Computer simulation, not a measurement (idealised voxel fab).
process module | voxel capacitor over wiring
cross-section cut | 185 nm wide | cells 5 nm
A cross-section is a grid of square cells, given in bands from the top down. A band is one or more rows of cells.
Each band's line starts with the height of the band's top and of its bottom, in nm. Then come its materials from left to right, each with its width in nm. One material with "throughout" fills the band from edge to edge. "air" is empty space.
Height 0 is the level under which the wafer as received is all one material. The lowest band goes on downwards, as in "0 down".
A width such as "30 to 40" changes by the same amount from each row of cells to the next, from the band's top row to its bottom row.
"no change" after a step means that no cell of the cross-section changed.
closed voids: empty space of 8 cells or more with no open way to the top, each as width x height at its distance from the left edge, in nm
after a step's settings: what the simulator itself notes on the step
overlay nm, on a step with a mask: how far to the right of its planned place the mask lay; to the left if negative
Each pair below shows a cross-section before one step and the cross-section after it, down to the lowest band that changed. The line under each pair gives the step between them, with its settings. The pairs can come from different runs of this module on the same starting wafer, so a pair continues from the pair above only where its "before" says so.
before
  55 to 45: aC throughout
  45 to 35: SiO2 throughout
  35 to 30: SiCN throughout
  30 to 15: lowk 40 | Ru 20 | lowk 60 | Ru 20 | lowk 45
  15 to 10: lowk 40 | TiN 20 | lowk 60 | TiN 20 | lowk 45
  10 to 0: SiO2 throughout
  0 down: Si throughout
  closed voids: none
after
  85 to 55: air 45 | resist 15 | air 125
  below 55: unchanged
  closed voids: none
the step between: op PATTERN | tone cover | mask id PLUG_1 | material resist | width nm 15 | thk nm 30 | overlay nm 0
before: the cross-section after the pair above
after
  75 to 55: air 45 | resist 15 | air 125
  55 to 45: air 45 | aC 15 | air 125
  below 45: unchanged
  closed voids: none
the step between: op DIRECTIONAL_ETCH | etch materials aC | depth nm 10
before: the cross-section after the pair above
after
  55 to 45: air 45 | aC 15 | air 125
  below 45: unchanged
  closed voids: none
the step between: op STRIP | etch materials resist
before: the cross-section after the pair above
after
  55 to 45: air 45 | aC 15 | air 125
  45 to 35: air 45 | SiO2 15 | air 125
  below 35: unchanged
  closed voids: none
the step between: op DIRECTIONAL_ETCH | etch materials SiO2 | depth nm 10
before: the cross-section after the pair above
after
  55 to 45: air 45 | aC 15 | air 125
  45 to 35: air 45 | SiO2 15 | air 125
  35 to 30: air 45 | SiCN 15 | air 125
  below 30: unchanged
  closed voids: none
the step between: op DIRECTIONAL_ETCH | etch materials SiCN | depth nm 5
before: the cross-section after the pair above
after
  45 to 35: air 45 | SiO2 15 | air 125
  below 35: unchanged
  closed voids: none
the step between: op STRIP | etch materials aC
before: the cross-section after the pair above
after
  45 to 40: air 45 | SiO2 15 | air 125
  40 to 35: air 30 | Ru 15 | SiO2 15 | air 50 | Ru 40 | air 35
  35 to 30: air 30 | Ru 15 | SiCN 15 | air 50 | Ru 40 | air 35
  below 30: unchanged
  closed voids: none
the step between: op EPI | material Ru | thk nm 10
before: the cross-section after the pair above
after
  45 to 35: air 25 | Ru 20 | SiO2 15 | air 45 | Ru 50 | air 30
  35 to 30: air 25 | Ru 20 | SiCN 15 | air 45 | Ru 50 | air 30
  below 30: unchanged
  closed voids: none
the step between: op EPI | material Ru | thk nm 5
before: the cross-section after the pair above
after
  50 to 45: air 25 | TiN 35 | air 45 | TiN 50 | air 30
  45 to 35: air 25 | Ru 20 | SiO2 15 | air 45 | Ru 50 | air 30
  35 to 30: TiN 25 | Ru 20 | SiCN 15 | TiN 45 | Ru 50 | TiN 30
  below 30: unchanged
  closed voids: none
the step between: op DIRECTIONAL_DEP | material TiN | thk nm 5
before: the cross-section after the pair above
after
  55 to 50: air 25 | SiN 35 | air 45 | SiN 50 | air 30
  50 to 45: air 25 | TiN 35 | air 45 | TiN 50 | air 30
  45 to 40: air 25 | Ru 20 | SiO2 15 | air 45 | Ru 50 | air 30
  40 to 35: SiN 25 | Ru 20 | SiO2 15 | SiN 45 | Ru 50 | SiN 30
  below 35: unchanged
  closed voids: none
the step between: op DIRECTIONAL_DEP | material SiN | thk nm 5
before: the cross-section after the pair above
after
  65 to 55: air 25 | TiN 35 | air 45 | TiN 50 | air 30
  55 to 50: air 25 | SiN 35 | air 45 | SiN 50 | air 30
  50 to 45: TiN throughout
  45 to 40: TiN 25 | Ru 20 | SiO2 15 | TiN 45 | Ru 50 | TiN 30
  below 40: unchanged
  closed voids: none
the step between: op DIRECTIONAL_DEP | material TiN | thk nm 10
before: the cross-section after the pair above
after
  80 to 65: air 25 | aC 35 | air 45 | aC 50 | air 30
  65 to 55: aC 25 | TiN 35 | aC 45 | TiN 50 | aC 30
  55 to 50: aC 25 | SiN 35 | aC 45 | SiN 50 | aC 30
  below 50: unchanged
  closed voids: none
the step between: op DIRECTIONAL_DEP | material aC | thk nm 15
before: the cross-section after the pair above
after
  110 to 80: air 45 | resist 65 | air 75
  80 to 65: air 25 | aC 35 | resist 45 | aC 50 | air 30
  below 65: unchanged
  closed voids: none
the step between: op PATTERN | tone cover | mask id UPPER_PLATE | material resist | width nm 65 | thk nm 30 | overlay nm 0
before: the cross-section after the pair above
after
  95 to 80: air 45 | resist 65 | air 75
  80 to 65: air 45 | aC 15 | resist 45 | aC 5 | air 75
  65 to 55: air 25 | TiN 35 | aC 45 | TiN 50 | air 30
  55 to 50: air 25 | SiN 35 | aC 45 | SiN 50 | air 30
  below 50: unchanged
  closed voids: none
the step between: op DIRECTIONAL_ETCH | etch materials aC | depth nm 15
before: the cross-section after the pair above
after
  80 to 65: air 45 | aC 15 | air 45 | aC 5 | air 75
  below 65: unchanged
  closed voids: none
the step between: op STRIP | etch materials resist
before: the cross-section after the pair above
after
  80 to 65: air 45 | aC 15 | air 45 | aC 5 | air 75
  65 to 55: air 45 | TiN 15 | aC 45 | TiN 5 | air 75
  55 to 50: air 25 | SiN 35 | aC 45 | SiN 50 | air 30
  50 to 45: air 25 | TiN 130 | air 30
  45 to 40: air 25 | Ru 20 | SiO2 15 | TiN 45 | Ru 50 | air 30
  below 40: unchanged
  closed voids: none
the step between: op DIRECTIONAL_ETCH | etch materials TiN | depth nm 10
before: the cross-section after the pair above
after
  80 to 65: air 45 | aC 15 | air 45 | aC 5 | air 75
  65 to 55: air 45 | TiN 15 | aC 45 | TiN 5 | air 75
  55 to 50: air 45 | SiN 15 | aC 45 | SiN 5 | air 75
  50 to 45: air 25 | TiN 130 | air 30
  45 to 40: air 25 | Ru 20 | SiO2 15 | TiN 45 | Ru 50 | air 30
  40 to 35: air 25 | Ru 20 | SiO2 15 | SiN 45 | Ru 50 | air 30
  below 35: unchanged
  closed voids: none
the step between: op DIRECTIONAL_ETCH | etch materials SiN | depth nm 5
before: the cross-section after the pair above
after
  65 to 55: air 45 | TiN 15 | air 45 | TiN 5 | air 75
  55 to 50: air 45 | SiN 15 | air 45 | SiN 5 | air 75
  below 50: unchanged
  closed voids: none
the step between: op STRIP | etch materials aC
before: the cross-section after the pair above
after
  80 to 65: air 40 | resist 75 | air 70
  65 to 55: air 40 | resist 5 | TiN 15 | resist 45 | TiN 5 | resist 5 | air 70
  55 to 50: air 40 | resist 5 | SiN 15 | resist 45 | SiN 5 | resist 5 | air 70
  below 50: unchanged
  closed voids: none
the step between: op PATTERN | tone cover | mask id LOWER_PLATE | material resist | width nm 75 | thk nm 15 | overlay nm 0
before: the cross-section after the pair above
after
  80 to 65: air 40 | resist 75 | air 70
  65 to 55: air 40 | resist 5 | TiN 15 | resist 45 | TiN 5 | resist 5 | air 70
  55 to 50: air 40 | resist 5 | SiN 15 | resist 45 | SiN 5 | resist 5 | air 70
  50 to 45: air 40 | TiN 75 | air 70
  45 to 40: air 25 | Ru 20 | SiO2 15 | TiN 45 | Ru 50 | air 30
  40 to 35: air 25 | Ru 20 | SiO2 15 | SiN 45 | Ru 50 | air 30
  35 to 30: air 25 | Ru 20 | SiCN 15 | TiN 45 | Ru 50 | air 30
  below 30: unchanged
  closed voids: none
the step between: op DIRECTIONAL_ETCH | etch materials TiN | depth nm 5
before: the cross-section after the pair above
after
  65 to 55: air 45 | TiN 15 | air 45 | TiN 5 | air 75
  55 to 50: air 45 | SiN 15 | air 45 | SiN 5 | air 75
  below 50: unchanged
  closed voids: none
the step between: op STRIP | etch materials resist
before: the cross-section after the pair above
after
  85 to 65: SiO2 throughout
  65 to 55: SiO2 45 | TiN 15 | SiO2 45 | TiN 5 | SiO2 75
  55 to 50: SiO2 45 | SiN 15 | SiO2 45 | SiN 5 | SiO2 75
  50 to 45: SiO2 40 | TiN 75 | SiO2 70
  45 to 40: SiO2 25 | Ru 20 | SiO2 15 | TiN 45 | Ru 50 | SiO2 30
  40 to 35: SiO2 25 | Ru 20 | SiO2 15 | SiN 45 | Ru 50 | SiO2 30
  35 to 30: SiO2 25 | Ru 20 | SiCN 15 | TiN 45 | Ru 50 | SiO2 30
  below 30: unchanged
  closed voids: none
the step between: op FILL_DEP | material SiO2 | thk nm 20
before: the cross-section after the pair above
after
  80 to 65: SiO2 throughout
  below 65: unchanged
  closed voids: none
the step between: op CMP | height nm 80
before: the cross-section after the pair above
after
  95 to 80: resist 55 | air 15 | resist 115
  below 80: unchanged
  closed voids: none
the step between: op PATTERN | tone open | mask id PLUG_2 | material resist | width nm 15 | thk nm 15 | overlay nm 0
before: the cross-section after the pair above
after
  95 to 80: resist 55 | air 15 | resist 115
  80 to 65: SiO2 55 | air 15 | SiO2 115
  below 65: unchanged
  closed voids: none
the step between: op DIRECTIONAL_ETCH | etch materials SiO2 | depth nm 15
before: the cross-section after the pair above
after
  80 to 65: SiO2 55 | air 15 | SiO2 115
  below 65: unchanged
  closed voids: none
the step between: op STRIP | etch materials resist
before: the cross-section after the pair above
after
  85 to 80: TiN 60 | air 5 | TiN 120
  80 to 70: SiO2 55 | TiN 5 | air 5 | TiN 5 | SiO2 115
  70 to 65: SiO2 55 | TiN 15 | SiO2 115
  below 65: unchanged
  closed voids: none
the step between: op CONFORMAL_DEP | material TiN | thk nm 5
before: the cross-section after the pair above
after
  90 to 85: W throughout
  85 to 80: TiN 60 | W 5 | TiN 120
  80 to 70: SiO2 55 | TiN 5 | W 5 | TiN 5 | SiO2 115
  below 70: unchanged
  closed voids: none
the step between: op FILL_DEP | material W | thk nm 5
before: the cross-section after the pair above
after
  80 to 70: SiO2 55 | TiN 5 | W 5 | TiN 5 | SiO2 115
  below 70: unchanged
  closed voids: none
the step between: op CMP | height nm 80
before: the cross-section after the pair above
after
  85 to 80: SiN throughout
  below 80: unchanged
  closed voids: none
the step between: op CONFORMAL_DEP | material SiN | thk nm 5
